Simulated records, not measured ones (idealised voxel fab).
process module | voxel plated lines
cross-section cut | 255 nm wide | cells 5 nm
A cross-section is a grid of square cells, given in bands from the top down. A band is one or more rows of cells.
Each band's line starts with the height of the band's top and of its bottom, in nm. Then come its materials from left to right, each with its width in nm. One material with "throughout" fills the band from edge to edge. "air" is empty space.
Height 0 is the level under which the wafer as received is all one material. The lowest band goes on downwards, as in "0 down".
A width such as "30 to 40" changes by the same amount from each row of cells to the next, from the band's top row to its bottom row.
"no change" after a step means that no cell of the cross-section changed.
closed voids: empty space of 8 cells or more with no open way to the top, each as width x height at its distance from the left edge, in nm
after a step's settings: what the simulator itself notes on the step
overlay nm, on a step with a mask: how far to the right of its planned place the mask lay; to the left if negative
plan
1 op RECEIVE | material Si
2 op CONFORMAL_DEP | material SiO2 | thk nm 15
3 op DIRECTIONAL_DEP | material TiN | thk nm 5
4 op PATTERN | tone open | mask id LINES | material resist | width nm 20 | pitch nm 40 | thk nm 40 | overlay nm 0
5 op EPI | material Ru | thk nm 10
6 op EPI | material Ru | thk nm 5
7 op EPI | material Ru | thk nm 5
8 op STRIP | etch materials resist
9 op DIRECTIONAL_ETCH | etch materials TiN | depth nm 5
10 op CONFORMAL_DEP | material SiCN | thk nm 10
as received, after step 1
  0 down: Si throughout
  closed voids: none
first wafer at the end, as planned
  50 to 40: air 65 | SiCN 120 | air 70
  40 to 25: air 65 | SiCN 10 | Ru 20 | SiCN 20 | Ru 20 | SiCN 20 | Ru 20 | SiCN 10 | air 70
  25 to 20: SiCN 75 | Ru 20 | SiCN 20 | Ru 20 | SiCN 20 | Ru 20 | SiCN 80
  20 to 15: SiCN 75 | TiN 20 | SiCN 20 | TiN 20 | SiCN 20 | TiN 20 | SiCN 80
  15 to 0: SiO2 throughout
  0 down: Si throughout
  closed voids: none
second wafer at the end: like start, like plan, one mistake
  40 to 30: air 65 | SiCN 120 | air 70
  30 to 25: air 65 | SiCN 10 | Ru 20 | SiCN 20 | Ru 20 | SiCN 20 | Ru 20 | SiCN 10 | air 70
  25 to 20: SiCN 75 | Ru 20 | SiCN 20 | Ru 20 | SiCN 20 | Ru 20 | SiCN 80
  20 to 15: SiCN 75 | TiN 20 | SiCN 20 | TiN 20 | SiCN 20 | TiN 20 | SiCN 80
  15 to 0: SiO2 throughout
  0 down: Si throughout
  closed voids: none
what went wrong: step 5 was left out
at the end the second wafer has, in cells: 24 fewer of Ru | 24 fewer of SiCN
